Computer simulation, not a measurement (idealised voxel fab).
voxel fin reveal: a process module
Square cell edge 5 nm, section width 180 nm, ID cut.
This document writes a cross-section as a grid whose cells are square, and gives it as bands, listed from the top down; one or more rows of cells form a band. For a band, the entry starts with two heights in nm, that of the top and then that of the bottom, and carries on with the band's materials in order from left to right, each alongside its width in nm; the word "edge to edge" beside a single material means it fills the band edge to edge, and "air" means empty space. The level at which height equals 0 is the one under which the wafer, as it arrives, is entirely one material. No lower edge exists for the bottom band, which continues downward and is notated as in "0 down". Per-row width for "30->40": begins at first number (top row of band), ends at second number (bottom row), increment between rows held constant. For the purposes of this document, the phrase "nothing got changed" attached to a step denotes that no cell within the cross-section was modified by that step. Closed empty spaces (no open way to the top) of 8 cells or more are what "Voids, sealed" lists, each as width x height at distance from the left edge, nm for all three. That trailing text on a step's line, after the settings, is the simulator's own remark on the step. If you see "overlay nm" on a step's line and that step has a mask, it's telling you how far right of where it was planned the mask ended up; a negative number means it went left instead.

### Planned step list for the process
1. RECEIVE: material Si
2. CONFORMAL_DEP: material SiN, thk nm 10
3. PATTERN: tone cover, mask id FINS, material resist, width nm 15, pitch nm 45, thk nm 15, overlay nm 0
4. DIRECTIONAL_ETCH: etch materials SiN, depth nm 10
5. DIRECTIONAL_ETCH: etch materials Si, depth nm 40
6. STRIP: etch materials resist
7. OXIDIZE: depth nm 5
8. FILL_DEP: material SiO2, thk nm 10
9. CMP: height nm 10
10. SELECTIVE_ETCH: etch materials SiO2, depth nm 30
11. STRIP: etch materials SiN
12. CONFORMAL_DEP: material HfO2, thk nm 5

### As received (post step 1): cross-section
- 0 down: Si edge to edge
- Voids, sealed: none

### The first of the two wafers as seen in cross-section once the module was finished; processing followed the plan
- 5 to 0: air: 60 | HfO2: 15 | air: 30 | HfO2: 15 | air: 60
- 0 to -15: air: 60 | HfO2: 5 | Si: 5 | HfO2: 5 | air: 30 | HfO2: 5 | Si: 5 | HfO2: 5 | air: 60
- -15 to -20: HfO2: 65 | Si: 5 | HfO2: 40 | Si: 5 | HfO2: 65
- -20 to -45: SiO2: 65 | Si: 5 | SiO2: 40 | Si: 5 | SiO2: 65
- -45 down: Si edge to edge
- Voids, sealed: none

### Second wafer through the module, sectioned at the end: same beginning and same plan as the first wafer, with one mistake in carrying it out
- 5 to 0: air: 60 | HfO2: 20 | air: 25 | HfO2: 20 | air: 55
- 0 to -15: air: 60 | HfO2: 5 | Si: 10 | HfO2: 5 | air: 25 | HfO2: 5 | Si: 10 | HfO2: 5 | air: 55
- -15 to -20: HfO2: 65 | Si: 10 | HfO2: 35 | Si: 10 | HfO2: 60
- -20 to -45: SiO2: 65 | Si: 10 | SiO2: 35 | Si: 10 | SiO2: 60
- -45 down: Si edge to edge
- Voids, sealed: none
what went wrong: not per plan at step 3, really ran PATTERN: tone cover, mask id FINS, material resist, width nm 20, pitch nm 45, thk nm 15, overlay nm 0
Heads up, by the end the second wafer has more or fewer cells of some materials compared to the first: +18 Si; -10 SiO2
